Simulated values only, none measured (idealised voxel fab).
The process module that follows is named voxel self aligned contacts.
Square cells of 5 nm make up the cross-section cut, whose width is 260 nm.
A cross-section is a grid of square cells, given in bands from the top down. A band is one or more rows of cells. Per band: top height and bottom height in nm, followed by the left-to-right materials and their widths in nm; "edge to edge" marks a single material spanning edge to edge, "air" marks empty space. Basically, 0 is our baseline, since under it the wafer straight out of the box is all one material. The bottom band has no lower end and keeps on going down, so it looks like "0 and below". The notation "30->40" denotes a width that varies across the rows of cells in the band, beginning at the first number in the top row, finishing at the second number in the bottom row, and changing by an identical amount from each row to the next. Step note "no change" = no cross-section cell changed. What "Closed empty spaces" gives you is every empty space of 8 cells or more that is cut off from the top. Each appears as width x height at distance, with the distance taken from the left edge and width, height and distance all in nm. Text after the settings on a step's line: the simulator's own remark on that step. What "overlay nm" on a step's line means: if the step has a mask, that mask lay this far to the right of its planned place, or, when the value is negative, to the left.
Planned step list for the process:
step 1: RECEIVE with material Si
step 2: OXIDIZE with depth nm 5
step 3: DIRECTIONAL_DEP with material polySi, thk nm 25
step 4: DIRECTIONAL_DEP with material SiN, thk nm 25
step 5: MASKED_ETCH with tone cover, mask id GATE, width nm 30, pitch nm 75, etch materials SiN, depth nm 25, overlay nm 0
step 6: MASKED_ETCH with tone cover, mask id GATE, width nm 30, pitch nm 75, etch materials polySi, depth nm 25, overlay nm 0
step 7: CONFORMAL_DEP with material SiN, thk nm 10
step 8: DIRECTIONAL_ETCH with etch materials SiN, depth nm 10
step 9: FILL_DEP with material SiO2, thk nm 15
step 10: CMP with height nm 60
step 11: DIRECTIONAL_DEP with material aC, thk nm 10
step 12: PATTERN with tone open, mask id CONTACT, material resist, width nm 55, pitch nm 75, thk nm 30, overlay nm 0
step 13: DIRECTIONAL_ETCH with etch materials aC, depth nm 10
step 14: STRIP with etch materials resist
step 15: DIRECTIONAL_ETCH with etch materials SiO2, depth nm 65
step 16: STRIP with etch materials aC
step 17: CONFORMAL_DEP with material TiN, thk nm 5
step 18: FILL_DEP with material Ru, thk nm 10
step 19: CMP with height nm 60
step 20: CONFORMAL_DEP with material SiCN, thk nm 5
Here's what the wafer looked like in cross-section when it arrived - that's after step 1:
> 0 and below | Si edge to edge
> Closed empty spaces: none
The following cross-section depicts the wafer upon conclusion of the module. Processing commenced from the starting condition illustrated above and adhered to the plan illustrated above, save for one mistake in execution:
> 65 down to 60 | SiCN edge to edge
> 60 down to 50 | 65 of SiO2 / 5->20 of TiN / 45->15 of Ru / 5->20 of TiN / 20 of SiO2 / 5->20 of TiN / 45->15 of Ru / 5->20 of TiN / 65 of SiO2
> 50 down to 25 | 30 of SiO2 / 50 of SiN / 5 of TiN / 15 of Ru / 5 of TiN / 50 of SiN / 5 of TiN / 15 of Ru / 5 of TiN / 50 of SiN / 30 of SiO2
> 25 down to 15 | 30 of SiO2 / 10 of SiN / 30 of polySi / 10 of SiN / 5 of TiN / 15 of Ru / 5 of TiN / 10 of SiN / 30 of polySi / 10 of SiN / 5 of TiN / 15 of Ru / 5 of TiN / 10 of SiN / 30 of polySi / 10 of SiN / 30 of SiO2
> 15 down to 10 | 30 of SiO2 / 10 of SiN / 30 of polySi / 10 of SiN / 25 of TiN / 10 of SiN / 30 of polySi / 10 of SiN / 25 of TiN / 10 of SiN / 30 of polySi / 10 of SiN / 30 of SiO2
> 10 down to 0 | 40 of SiN / 30 of polySi / 45 of SiN / 30 of polySi / 45 of SiN / 30 of polySi / 40 of SiN
> 0 down to -5 | SiO2 edge to edge
> -5 and below | Si edge to edge
> Closed empty spaces: none
Run error: steps 7 and 8 of the plan were each performed in the slot designated for the other
